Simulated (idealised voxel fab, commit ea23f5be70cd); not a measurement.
process module | voxel quadruple lines
cross-section cut | 295 nm wide | cells 5 nm
A cross-section is a grid of square cells, given in bands from the top down. A band is one or more rows of cells.
Each band's line starts with the height of the band's top and of its bottom, in nm. Then come its materials from left to right, each with its width in nm. One material with "throughout" fills the band from edge to edge. "air" is empty space.
Height 0 is the level under which the wafer as received is all one material. The lowest band goes on downwards, as in "0 down".
A width such as "30 to 40" changes by the same amount from each row of cells to the next, from the band's top row to its bottom row.
"no change" after a step means that no cell of the cross-section changed.
closed voids: empty space of 8 cells or more with no open way to the top, each as width x height at its distance from the left edge, in nm
after a step's settings: what the simulator itself notes on the step
overlay nm, on a step with a mask: how far to the right of its planned place the mask lay; to the left if negative
plan
1 op RECEIVE | material Si
2 op CONFORMAL_DEP | material Al2O3 | thk nm 5
3 op DIRECTIONAL_DEP | material TiN | thk nm 15
4 op DIRECTIONAL_DEP | material polySi | thk nm 20
5 op DIRECTIONAL_DEP | material aC | thk nm 20
6 op PATTERN | tone cover | mask id MANDREL | material resist | width nm 20 | thk nm 30 | overlay nm 0
7 op DIRECTIONAL_ETCH | etch materials aC | depth nm 20
8 op STRIP | etch materials resist
9 op CONFORMAL_DEP | material SiO2 | thk nm 10
10 op DIRECTIONAL_ETCH | etch materials SiO2 | depth nm 10
11 op STRIP | etch materials aC
12 op DIRECTIONAL_ETCH | etch materials polySi | depth nm 20
13 op STRIP | etch materials SiO2
14 op CONFORMAL_DEP | material SiCN | thk nm 5
15 op DIRECTIONAL_ETCH | etch materials SiCN | depth nm 5
16 op STRIP | etch materials polySi
17 op DIRECTIONAL_ETCH | etch materials TiN | depth nm 15
18 op STRIP | etch materials SiCN
as received, after step 1
  0 down: Si throughout
  closed voids: none
first wafer at the end, as planned
  20 to 5: air 120 | TiN 5 | air 10 | TiN 5 | air 10 | TiN 5 | air 10 | TiN 5 | air 125
  5 to 0: Al2O3 throughout
  0 down: Si throughout
  closed voids: none
second wafer at the end: like start, like plan, one mistake
  40 to 20: aC throughout
  20 to 5: TiN throughout
  5 to 0: Al2O3 throughout
  0 down: Si throughout
  closed voids: none
what went wrong: steps 4 and 5 were swapped
at the end the second wafer has, in cells: 165 more of TiN | 236 more of aC
